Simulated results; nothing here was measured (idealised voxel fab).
process module | voxel fin reveal
cross-section cut | 195 nm wide | cells 5 nm
A cross-section is a grid of square cells, given in bands from the top down. A band is one or more rows of cells.
Each band's line starts with the height of the band's top and of its bottom, in nm. Then come its materials from left to right, each with its width in nm. One material with "throughout" fills the band from edge to edge. "air" is empty space.
Height 0 is the level under which the wafer as received is all one material. The lowest band goes on downwards, as in "0 down".
A width such as "30 to 40" changes by the same amount from each row of cells to the next, from the band's top row to its bottom row.
"no change" after a step means that no cell of the cross-section changed.
closed voids: empty space of 8 cells or more with no open way to the top, each as width x height at its distance from the left edge, in nm
after a step's settings: what the simulator itself notes on the step
overlay nm, on a step with a mask: how far to the right of its planned place the mask lay; to the left if negative
plan
1 op RECEIVE | material Si
2 op CONFORMAL_DEP | material SiN | thk nm 10
3 op DIRECTIONAL_DEP | material aC | thk nm 10
4 op PATTERN | tone cover | mask id FINS | material resist | width nm 15 | pitch nm 40 | thk nm 30 | overlay nm 0
5 op DIRECTIONAL_ETCH | etch materials aC | depth nm 10
6 op STRIP | etch materials resist
7 op DIRECTIONAL_ETCH | etch materials SiN | depth nm 10
8 op DIRECTIONAL_ETCH | etch materials Si | depth nm 40
9 op STRIP | etch materials aC
10 op OXIDIZE | depth nm 5
11 op FILL_DEP | material SiO2 | thk nm 15
12 op CMP | height nm 10
13 op SELECTIVE_ETCH | etch materials SiO2 | depth nm 40
14 op STRIP | etch materials SiN
15 op CONFORMAL_DEP | material SiO2 | thk nm 5
as received, after step 1
  0 down: Si throughout
  closed voids: none
first wafer at the end, as planned
  5 to 0: air 70 | SiO2 15 | air 25 | SiO2 15 | air 70
  0 to -25: air 70 | SiO2 5 | Si 5 | SiO2 5 | air 25 | SiO2 5 | Si 5 | SiO2 5 | air 70
  -25 to -45: SiO2 75 | Si 5 | SiO2 35 | Si 5 | SiO2 75
  -45 down: Si throughout
  closed voids: none
second wafer at the end: like start, like plan, one mistake
  5 to 0: air 70 | SiO2 15 | air 25 | SiO2 15 | air 70
  0 to -10: air 70 | SiO2 5 | Si 5 | SiO2 5 | air 25 | SiO2 5 | Si 5 | SiO2 5 | air 70
  -10 to -45: SiO2 75 | Si 5 | SiO2 35 | Si 5 | SiO2 75
  -45 down: Si throughout
  closed voids: none
what went wrong: step 12 was left out
at the end the second wafer has, in cells: 99 more of SiO2
